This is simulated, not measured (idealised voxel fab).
Process module name: voxel gate over fins
Shown is cross-section cut, with a width of 235 nm and square cells of size 5 nm.
Bands, listed from the top down, are how a cross-section gets written in this document; the cross-section itself is a grid of square cells, and a band is one or more rows of them. First you get the band's top height and its bottom height, in nm, and then the materials it's made of, left to right, with each width in nm. If you see a single material with "edge to edge", that one covers the band edge to edge. "empty" is empty space. We count height from 0. Below that, the starting wafer is all one material. The lowest band never ends at the bottom but goes on down; see "0..down" for how that is written. A two-number width, for instance "30->40", indicates that the width is equal to the first number in the top row of the band and to the second number in the bottom row, and that it changes by a constant amount per row of cells. "no modification" after a step means that no cell of the cross-section changed. "Completely sealed voids": sealed empty spaces, 8 cells or more, no open way to top, listed width x height at distance, with distance from the left edge and width, height and distance in nm. What comes after the settings on a step's line is commentary from the simulator itself on that step. The "overlay nm" setting may appear on a step's line; for a step that uses a mask, it gives how far to the right of its planned position the mask lay, and a negative value indicates the left.
-- Listed below are the process steps as planned
1 RECEIVE (material Si)
2 CONFORMAL_DEP (material SiN; thk nm 5)
3 MASKED_ETCH (tone cover; mask id FINS; width nm 15; pitch nm 55; etch materials SiN; depth nm 5; overlay nm 0)
4 MASKED_ETCH (tone cover; mask id FINS; width nm 15; pitch nm 55; etch materials Si; depth nm 40; overlay nm 0)
5 OXIDIZE (depth nm 5)
6 FILL_DEP (material SiO2; thk nm 10)
7 CMP (height nm 5)
8 PATTERN (tone open; mask id RAIL; material resist; width nm 15; thk nm 20; overlay nm 0)
9 DIRECTIONAL_ETCH (etch materials SiO2; depth nm 40)
10 STRIP (etch materials resist)
11 CONFORMAL_DEP (material TiN; thk nm 5)
12 FILL_DEP (material Ru; thk nm 5)
13 CMP (height nm 5)
14 SELECTIVE_ETCH (etch materials W Ru TiN; depth nm 25)
15 FILL_DEP (material SiO2; thk nm 5)
16 CMP (height nm 5)
17 SELECTIVE_ETCH (etch materials SiO2; depth nm 15)
18 STRIP (etch materials SiN)
19 CONFORMAL_DEP (material HfO2; thk nm 5)
20 CONFORMAL_DEP (material TiN; thk nm 5)
21 CONFORMAL_DEP (material TiAl; thk nm 5)
22 CONFORMAL_DEP (material TiN; thk nm 5)
23 FILL_DEP (material W; thk nm 15)
24 CMP (height nm 30)
25 CONFORMAL_DEP (material SiN; thk nm 5)
-- As-received wafer cross-section (after step 1)
	0..down | Si edge to edge
	Completely sealed voids: none
-- Result of the module, cross-sectioned: start per above, plan per above, one error in how it was run
	35..30 | SiN edge to edge
	30..15 | W edge to edge
	15..10 | W 65, then TiN 45, then W 10, then TiN 45, then W 70
	10..5 | W 65, then TiN 5, then TiAl 35, then TiN 5, then W 10, then TiN 5, then TiAl 35, then TiN 5, then W 70
	5..0 | W 65, then TiN 5, then TiAl 5, then TiN 25, then TiAl 5, then TiN 5, then W 10, then TiN 5, then TiAl 5, then TiN 25, then TiAl 5, then TiN 5, then W 70
	0..-5 | TiN 70, then TiAl 5, then TiN 5, then HfO2 15, then TiN 5, then TiAl 5, then TiN 20, then TiAl 5, then TiN 5, then HfO2 15, then TiN 5, then TiAl 5, then TiN 75
	-5..-10 | TiAl 75, then TiN 5, then HfO2 5, then Si 5, then HfO2 5, then TiN 5, then TiAl 30, then TiN 5, then HfO2 5, then Si 5, then HfO2 5, then TiN 5, then TiAl 80
	-10..-15 | TiN 80, then HfO2 5, then Si 5, then HfO2 5, then TiN 40, then HfO2 5, then Si 5, then HfO2 5, then TiN 85
	-15..-20 | HfO2 85, then Si 5, then HfO2 50, then Si 5, then HfO2 90
	-20..-30 | SiO2 85, then Si 5, then SiO2 15, then TiN 5, then Ru 5, then TiN 5, then SiO2 20, then Si 5, then SiO2 90
	-30..-35 | SiO2 85, then Si 5, then SiO2 15, then TiN 15, then SiO2 20, then Si 5, then SiO2 90
	-35..-45 | SiO2 85, then Si 5, then SiO2 50, then Si 5, then SiO2 90
	-45..down | Si edge to edge
	Completely sealed voids: none
What broke from the plan during processing? planned and actual differ for step 16; actual: CMP (height nm -5)
